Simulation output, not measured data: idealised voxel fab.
process module | voxel spacer lines
cross-section cut | 210 nm wide | cells 5 nm
A cross-section is a grid of square cells, given in bands from the top down. A band is one or more rows of cells.
Each band's line starts with the height of the band's top and of its bottom, in nm. Then come its materials from left to right, each with its width in nm. One material with "throughout" fills the band from edge to edge. "air" is empty space.
Height 0 is the level under which the wafer as received is all one material. The lowest band goes on downwards, as in "0 down".
A width such as "30 to 40" changes by the same amount from each row of cells to the next, from the band's top row to its bottom row.
"no change" after a step means that no cell of the cross-section changed.
closed voids: empty space of 8 cells or more with no open way to the top, each as width x height at its distance from the left edge, in nm
after a step's settings: what the simulator itself notes on the step
overlay nm, on a step with a mask: how far to the right of its planned place the mask lay; to the left if negative
plan
1 op RECEIVE | material Si
2 op CONFORMAL_DEP | material Al2O3 | thk nm 5
3 op DIRECTIONAL_DEP | material polySi | thk nm 15
4 op DIRECTIONAL_DEP | material aC | thk nm 20
5 op PATTERN | tone cover | mask id MANDREL | material resist | width nm 15 | pitch nm 60 | thk nm 25 | overlay nm 0
6 op DIRECTIONAL_ETCH | etch materials aC | depth nm 20
7 op STRIP | etch materials resist
8 op CONFORMAL_DEP | material SiO2 | thk nm 15
9 op DIRECTIONAL_ETCH | etch materials SiO2 | depth nm 15
10 op STRIP | etch materials aC
11 op DIRECTIONAL_ETCH | etch materials polySi | depth nm 15
12 op STRIP | etch materials SiO2
13 op FILL_DEP | material SiO2 | thk nm 10
14 op CMP | height nm 20
as received, after step 1
  0 down: Si throughout
  closed voids: none
a wafer at the end: this start, this plan, one mistake
  20 to 5: SiO2 55 | polySi 15 | SiO2 15 | polySi 15 | SiO2 15 | polySi 15 | SiO2 15 | polySi 15 | SiO2 50
  5 to 0: Al2O3 throughout
  0 down: Si throughout
  closed voids: none
what went wrong: step 5 ran as: op PATTERN | tone cover | mask id MANDREL | material resist | width nm 15 | pitch nm 60 | thk nm 25 | overlay nm 5
